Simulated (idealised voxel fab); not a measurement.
The process module that follows is named voxel wiring stack.
Square cells of 5 nm make up the cross-section cut, whose width is 175 nm.
In what follows, cross-sections appear as grids of square cells, described through bands that run from the top down, where every band is one or more rows of cells. Per band: top height and bottom height in nm, followed by the left-to-right materials and their widths in nm; "everywhere" marks a single material spanning edge to edge, "air" marks empty space. Measure heights from 0. That's the level where, below it, the as-received wafer is all one material. The lowest band is bottomless and extends downward; write it as in "0..down". The notation "30->40" denotes a width that varies across the rows of cells in the band, beginning at the first number in the top row, finishing at the second number in the bottom row, and changing by an identical amount from each row to the next. Basically "remained unchanged" means that step didn't change any cell in the cross-section. Under "Entrapped voids" you'll find the enclosed gaps, the ones with no way out to the top, that are 8 cells or bigger; each reads width x height at distance, with distance counted from the left edge, everything in nm. Where a step's line continues beyond its settings, the continuation is a remark by the simulator itself on that step. A step line may carry the setting "overlay nm", which, for steps involving a mask, states the distance by which the mask lay to the right of its intended position; negative values denote displacement to the left.

# List of planned process steps
1: RECEIVE: material Si
2: CONFORMAL_DEP: material SiO2, thk nm 15
3: DIRECTIONAL_DEP: material TiN, thk nm 5
4: DIRECTIONAL_DEP: material W, thk nm 15
5: DIRECTIONAL_DEP: material aC, thk nm 10
6: PATTERN: tone cover, mask id METAL_1, material resist, width nm 25, pitch nm 55, thk nm 25, overlay nm 0
7: DIRECTIONAL_ETCH: etch materials aC, depth nm 10
8: STRIP: etch materials resist
9: DIRECTIONAL_ETCH: etch materials W, depth nm 15
10: DIRECTIONAL_ETCH: etch materials TiN, depth nm 5
11: STRIP: etch materials aC
12: CONFORMAL_DEP: material SiCN, thk nm 5
13: FILL_DEP: material SiO2, thk nm 5
14: CMP: height nm 35
15: CONFORMAL_DEP: material SiCN, thk nm 5
16: DIRECTIONAL_DEP: material lowk, thk nm 30
17: MASKED_ETCH: tone open, mask id METAL_2_HOLES, width nm 15, etch materials lowk, depth nm 30, overlay nm 0
18: MASKED_ETCH: tone open, mask id METAL_2, width nm 25, pitch nm 55, etch materials lowk, depth nm 20, overlay nm 0
19: MASKED_ETCH: tone open, mask id METAL_2, width nm 25, pitch nm 55, etch materials SiCN, depth nm 5, overlay nm 0
20: CONFORMAL_DEP: material TiN, thk nm 5
21: FILL_DEP: material Cu, thk nm 10
22: CMP: height nm 70
23: CONFORMAL_DEP: material SiN, thk nm 5
Same starting wafers, different thk nm at step 12. Plan value belongs to the first wafer.

# Cross-section, first of several wafers, as delivered after step 1
* 0..down  Si everywhere
* Entrapped voids: none

# Cross-sectional representation of the first of several wafers at the end of the module, i.e. after its terminal step, step 23
* 75..70  SiN everywhere
* 70..55  45 lowk / 5 TiN / 15 Cu / 5 TiN / 30 lowk / 5 TiN / 15 Cu / 5 TiN / 50 lowk
* 55..50  45 lowk / 5 TiN / 5 Cu / 15 TiN / 30 lowk / 25 TiN / 50 lowk
* 50..40  45 lowk / 5 TiN / 5 Cu / 5 TiN / 115 lowk
* 40..35  45 SiCN / 15 TiN / 115 SiCN
* 35..20  40 SiO2 / 5 SiCN / 25 W / 5 SiCN / 20 SiO2 / 5 SiCN / 25 W / 5 SiCN / 45 SiO2
* 20..15  45 SiCN / 25 TiN / 30 SiCN / 25 TiN / 50 SiCN
* 15..0  SiO2 everywhere
* 0..down  Si everywhere
* Entrapped voids: none

# Cross-sectional view, end of module, last wafer of several
* 75..70  SiN everywhere
* 70..55  45 lowk / 5 TiN / 15 Cu / 5 TiN / 30 lowk / 5 TiN / 15 Cu / 5 TiN / 50 lowk
* 55..50  45 lowk / 5 TiN / 5 Cu / 15 TiN / 30 lowk / 25 TiN / 50 lowk
* 50..40  45 lowk / 5 TiN / 5 Cu / 5 TiN / 115 lowk
* 40..35  45 SiCN / 15 TiN / 115 SiCN
* 35..20  45 SiCN / 25 W / 30 SiCN / 25 W / 50 SiCN
* 20..15  45 SiCN / 25 TiN / 30 SiCN / 25 TiN / 50 SiCN
* 15..0  SiO2 everywhere
* 0..down  Si everywhere
* Entrapped voids: none

# Gained (+) or lost (-) cells of each material since receipt, then closed voids: one row per wafer, at the end of the module
thk nm 5; +21 Cu; +69 SiCN; +35 SiN; +168 SiO2; +38 TiN; +30 W; +164 lowk; Entrapped voids: none
thk nm 10; +21 Cu; +98 SiCN; +35 SiN; +139 SiO2; +38 TiN; +30 W; +164 lowk; Entrapped voids: none
thk nm 15; +21 Cu; +119 SiCN; +35 SiN; +118 SiO2; +38 TiN; +30 W; +164 lowk; Entrapped voids: none
thk nm 20; +21 Cu; +132 SiCN; +35 SiN; +105 SiO2; +38 TiN; +30 W; +164 lowk; Entrapped voids: none
